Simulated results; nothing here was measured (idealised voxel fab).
Process module heading - voxel tone inversion
Cross-section cut spans 240 nm and uses square cells 5 nm in size.
How to read a cross-section here: the picture is a grid of square cells, written as bands going from the top down, and any band can span one or more rows of cells. Heads up on the band format: heights come first, top then bottom, in nm. After that it's the materials left to right, each with its width in nm. A single material flagged "edge to edge" fills the whole band edge to edge, and "empty" means there's empty space there. Ref level 0: as-received wafer is one material below here. Bottom band extends down with no lower bound ("from 0 down"). Top row gets the first number, bottom row gets the second, and each row in between changes by the same step: that is how a band width like "30..40" works. Basically "no alterations made" means that step didn't change any cell in the cross-section. So "Enclosed void entries" is basically the list of trapped voids: any empty space of 8 cells or more that can't reach the top through an opening. They're written width x height at distance, the distance being from the left edge, and it's all nm. That trailing text on a step's line, after the settings, is the simulator's own remark on the step. On any step carrying a mask, the "overlay nm" setting, if present on the step's line, tells how far right of its planned place the mask lay; negative values point to the left.

Steps planned for the process:
1,RECEIVE,material Si
2,CONFORMAL_DEP,material SiCN,thk nm 5
3,DIRECTIONAL_DEP,material polySi,thk nm 20
4,PATTERN,tone cover,mask id POSTS,material resist,width nm 25,pitch nm 55,thk nm 30,overlay nm 0
5,DIRECTIONAL_ETCH,etch materials polySi,depth nm 20
6,STRIP,etch materials resist
7,FILL_DEP,material lowk,thk nm 10
8,CMP,height nm 25
9,STRIP,etch materials polySi

Step 1 complete: cross-section of the wafer as received:
- from 0 down = Si edge to edge
- Enclosed void entries: none

This is how the wafer looks in cross-section once the module is done, given the starting state and plan above and one mistake in carrying the plan out:
- from 25 to 5 = empty (50) / lowk (25) / empty (30) / lowk (25) / empty (30) / lowk (25) / empty (55)
- from 5 to 0 = SiCN edge to edge
- from 0 down = Si edge to edge
- Enclosed void entries: none
So what did we get wrong on this run? step 4 did not happen as planned, as run it was PATTERN,tone open,mask id POSTS,material resist,width nm 25,pitch nm 55,thk nm 30,overlay nm 0
